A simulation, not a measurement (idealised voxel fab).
Name of the process module below: voxel gate over fins
cross-section cut | 245 nm wide | cells 5 nm
We lay out every cross-section as a grid of square cells and spell it out in bands from the top down, where one band means one or more rows of cells.
Look at the band entry: it leads with the top's height and the bottom's height in nm. Then it lists the materials left to right, with a width in nm for each. The word "all across" on a single material says that material fills the band edge to edge. The word "air" is empty space.
Where do heights start? At 0: under that level the wafer as delivered is made of one material only. And the lowest band has no floor; it just carries on downward, as in "0 -> down".
The width entry "30 to 40" should be interpreted row by row: the top row of cells in the band takes the first number, the bottom row takes the second number, and the change between adjacent rows is uniform throughout.
You'll sometimes find "no alterations made" written for a step, and that's the way of saying that nowhere in the cross-section did a cell change during that step.
Look at "Completely enclosed voids" for the closed voids: empty spaces with no open path to the top, sized 8 cells or up. Each is width x height at distance, distance from the left edge, all nm.
Step line, after settings: the simulator's comment on this step.
overlay nm: mask offset rightward from planned place, masked step; negative means leftward offset.

-- The planned process steps are enumerated hereunder
1. op RECEIVE | material Si
2. op CONFORMAL_DEP | material SiN | thk nm 5
3. op MASKED_ETCH | tone cover | mask id FINS | width nm 15 | pitch nm 55 | etch materials SiN | depth nm 5 | overlay nm 0
4. op MASKED_ETCH | tone cover | mask id FINS | width nm 15 | pitch nm 55 | etch materials Si | depth nm 30 | overlay nm 0
5. op OXIDIZE | depth nm 5
6. op FILL_DEP | material SiO2 | thk nm 15
7. op CMP | height nm 5
8. op PATTERN | tone open | mask id RAIL | material resist | width nm 15 | thk nm 20 | overlay nm 0
9. op DIRECTIONAL_ETCH | etch materials SiO2 | depth nm 30
10. op STRIP | etch materials resist
11. op CONFORMAL_DEP | material TiN | thk nm 5
12. op FILL_DEP | material W | thk nm 5
13. op CMP | height nm 5
14. op SELECTIVE_ETCH | etch materials W Ru TiN | depth nm 25
15. op FILL_DEP | material SiO2 | thk nm 5
16. op CMP | height nm 5
17. op SELECTIVE_ETCH | etch materials SiO2 | depth nm 20
18. op STRIP | etch materials SiN
19. op CONFORMAL_DEP | material HfO2 | thk nm 5
20. op CONFORMAL_DEP | material TiN | thk nm 5
21. op FILL_DEP | material W | thk nm 10
22. op CMP | height nm 15
23. op CONFORMAL_DEP | material SiN | thk nm 5

-- This is the cross-section of the wafer as we received it, i.e. after step 1
0 -> down  Si all across
Completely enclosed voids: none

-- The first of two wafers, cross-sectioned at the end of the module, with the run proceeding as planned
20 -> 15  SiN all across
15 -> 10  W all across
10 -> 5  W: 25 / TiN: 25 / W: 30 / TiN: 25 / W: 30 / TiN: 25 / W: 30 / TiN: 25 / W: 30
5 -> 0  W: 25 / TiN: 5 / HfO2: 15 / TiN: 5 / W: 30 / TiN: 5 / HfO2: 15 / TiN: 5 / W: 30 / TiN: 5 / HfO2: 15 / TiN: 5 / W: 30 / TiN: 5 / HfO2: 15 / TiN: 5 / W: 30
0 -> -5  W: 25 / TiN: 5 / HfO2: 5 / Si: 5 / HfO2: 5 / TiN: 5 / W: 30 / TiN: 5 / HfO2: 5 / Si: 5 / HfO2: 5 / TiN: 5 / W: 30 / TiN: 5 / HfO2: 5 / Si: 5 / HfO2: 5 / TiN: 5 / W: 30 / TiN: 5 / HfO2: 5 / Si: 5 / HfO2: 5 / TiN: 5 / W: 30
-5 -> -10  TiN: 30 / HfO2: 5 / Si: 5 / HfO2: 5 / TiN: 40 / HfO2: 5 / Si: 5 / HfO2: 5 / TiN: 40 / HfO2: 5 / Si: 5 / HfO2: 5 / TiN: 40 / HfO2: 5 / Si: 5 / HfO2: 5 / TiN: 35
-10 -> -15  HfO2: 35 / Si: 5 / HfO2: 50 / Si: 5 / HfO2: 50 / Si: 5 / HfO2: 50 / Si: 5 / HfO2: 40
-15 -> -20  SiO2: 35 / Si: 5 / SiO2: 50 / Si: 5 / SiO2: 50 / Si: 5 / SiO2: 50 / Si: 5 / SiO2: 40
-20 -> -25  SiO2: 35 / Si: 5 / SiO2: 15 / TiN: 15 / SiO2: 20 / Si: 5 / SiO2: 50 / Si: 5 / SiO2: 50 / Si: 5 / SiO2: 40
-25 -> -35  SiO2: 35 / Si: 5 / SiO2: 50 / Si: 5 / SiO2: 50 / Si: 5 / SiO2: 50 / Si: 5 / SiO2: 40
-35 -> down  Si all across
Completely enclosed voids: none

-- End of module, second wafer, cross-section. Started like the first, planned like the first, run with one mistake
20 -> 15  SiN all across
15 -> 10  W all across
10 -> 5  TiN: 35 / W: 5 / TiN: 50 / W: 5 / TiN: 50 / W: 5 / TiN: 50 / W: 5 / TiN: 40
5 -> 0  HfO2: 30 / TiN: 15 / HfO2: 40 / TiN: 15 / HfO2: 40 / TiN: 15 / HfO2: 40 / TiN: 15 / HfO2: 35
0 -> -5  Si: 25 / HfO2: 25 / Si: 30 / HfO2: 25 / Si: 30 / HfO2: 25 / Si: 30 / HfO2: 25 / Si: 30
-5 -> down  Si all across
Completely enclosed voids: none
The mistake made against the process plan was this: step 3 was processed under conditions differing from the plan, specifically as op MASKED_ETCH | tone open | mask id FINS | width nm 15 | pitch nm 55 | etch materials SiN | depth nm 5 | overlay nm 0
Heads up, by the end the second wafer has more or fewer cells of some materials compared to the first: HfO2: 16 fewer, Si: 295 more, SiO2: 177 fewer, TiN: 19 fewer, W: 83 fewer
